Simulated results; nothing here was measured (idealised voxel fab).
process module | voxel released beams
The cross-section on display is named cut; it measures 255 nm wide, and its cells are 5 nm squares.
A cross-section is a grid of square cells, given in bands from the top down. A band is one or more rows of cells. Within each band entry, the heights of the top and of the bottom of the band appear first, in that order and in nm; the materials of the band then follow from left to right, each with its corresponding width in nm. The designation "full width" on a single material indicates that it fills the band from edge to edge; the designation "blank" indicates empty space. We count height from 0. Below that, the starting wafer is all one material. The lowest band never ends at the bottom but goes on down; see "from 0 down" for how that is written. When a width is written as two numbers, as in "30->40", the first number is the width in the top row of cells of the band and the second is the width in its bottom row, and the width changes by the same amount from each row to the next. Take "no alteration" at face value: in the step it is given for, the cross-section changed in none of its cells. So "Catalogued sealed voids" is basically the list of trapped voids: any empty space of 8 cells or more that can't reach the top through an opening. They're written width x height at distance, the distance being from the left edge, and it's all nm. Step line, after settings: the simulator's comment on this step. "overlay nm" on a masked step: distance the mask lay right of its planned place, negative for left.
Process steps - plan
1: op RECEIVE | material Si
2: op CONFORMAL_DEP | material Al2O3 | thk nm 10
3: op DIRECTIONAL_DEP | material SiO2 | thk nm 15
4: op DIRECTIONAL_DEP | material aC | thk nm 15
5: op PATTERN | tone open | mask id ANCHOR | material resist | width nm 45 | thk nm 30 | overlay nm 0
6: op DIRECTIONAL_ETCH | etch materials aC | depth nm 15
7: op STRIP | etch materials resist
8: op DIRECTIONAL_ETCH | etch materials SiO2 | depth nm 15
9: op STRIP | etch materials aC
10: op CONFORMAL_DEP | material polySi | thk nm 15
11: op PATTERN | tone cover | mask id BEAM | material resist | width nm 110 | thk nm 20 | overlay nm 0
12: op DIRECTIONAL_ETCH | etch materials polySi | depth nm 15
13: op STRIP | etch materials resist
14: op STRIP | etch materials SiO2
Cross-section of the incoming wafer, state after step 1
* from 0 down | Si full width
* Catalogued sealed voids: none
Looking at the first of two wafers in cross-section at end of module - ran to plan
* from 40 to 25 | blank 70 / polySi 20 / blank 15 / polySi 75 / blank 75
* from 25 to 10 | blank 75 / polySi 45 / blank 135
* from 10 to 0 | Al2O3 full width
* from 0 down | Si full width
* Catalogued sealed voids: none
Second wafer cross-section at end of module - shared start and plan with the first, one mistake in the run
* from 40 to 25 | blank 70 / polySi 25 / blank 10 / polySi 75 / blank 75
* from 25 to 10 | blank 80 / polySi 40 / blank 135
* from 10 to 0 | Al2O3 full width
* from 0 down | Si full width
* Catalogued sealed voids: none
Nonconformance to the process plan: step 5 did not happen as planned, as run it was op PATTERN | tone open | mask id ANCHOR | material resist | width nm 40 | thk nm 30 | overlay nm 0
Final wafers compared: equal cell tally per material, rearranged layout.
